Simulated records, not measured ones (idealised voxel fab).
process module | voxel ribs on slabs
cross-section cut | 175 nm wide | cells 5 nm
A cross-section is a grid of square cells, given in bands from the top down. A band is one or more rows of cells.
Each band's line starts with the height of the band's top and of its bottom, in nm. Then come its materials from left to right, each with its width in nm. One material with "throughout" fills the band from edge to edge. "air" is empty space.
Height 0 is the level under which the wafer as received is all one material. The lowest band goes on downwards, as in "0 down".
A width such as "30 to 40" changes by the same amount from each row of cells to the next, from the band's top row to its bottom row.
"no change" after a step means that no cell of the cross-section changed.
closed voids: empty space of 8 cells or more with no open way to the top, each as width x height at its distance from the left edge, in nm
after a step's settings: what the simulator itself notes on the step
overlay nm, on a step with a mask: how far to the right of its planned place the mask lay; to the left if negative
plan
1 op RECEIVE | material Si
2 op DIRECTIONAL_DEP | material SiO2 | thk nm 20
3 op DIRECTIONAL_DEP | material polySi | thk nm 15
4 op PATTERN | tone cover | mask id RIB | material resist | width nm 30 | thk nm 20 | overlay nm 0
5 op DIRECTIONAL_ETCH | etch materials polySi | depth nm 5
6 op STRIP | etch materials resist
7 op PATTERN | tone cover | mask id SLAB | material resist | width nm 90 | thk nm 20 | overlay nm 0
8 op DIRECTIONAL_ETCH | etch materials polySi | depth nm 10
9 op STRIP | etch materials resist
10 op FILL_DEP | material SiO2 | thk nm 30
11 op CMP | height nm 55
12 op DIRECTIONAL_DEP | material TiN | thk nm 10
13 op PATTERN | tone cover | mask id HEATER | material resist | width nm 40 | thk nm 20 | overlay nm 0
14 op DIRECTIONAL_ETCH | etch materials TiN | depth nm 10
15 op STRIP | etch materials resist
16 op CONFORMAL_DEP | material SiO2 | thk nm 10
as received, after step 1
  0 down: Si throughout
  closed voids: none
first wafer at the end, as planned
  75 to 65: air 55 | SiO2 60 | air 60
  65 to 55: SiO2 65 | TiN 40 | SiO2 70
  55 to 35: SiO2 throughout
  35 to 30: SiO2 70 | polySi 30 | SiO2 75
  30 to 20: SiO2 40 | polySi 90 | SiO2 45
  20 to 0: SiO2 throughout
  0 down: Si throughout
  closed voids: none
second wafer at the end: like start, like plan, one mistake
  75 to 65: air 55 | SiO2 60 | air 60
  65 to 55: SiO2 65 | TiN 40 | SiO2 70
  55 to 0: SiO2 throughout
  0 down: Si throughout
  closed voids: none
what went wrong: step 3 ran as: op DIRECTIONAL_DEP | material SiO2 | thk nm 15
at the end the second wafer has, in cells: 42 more of SiO2 | 42 fewer of polySi
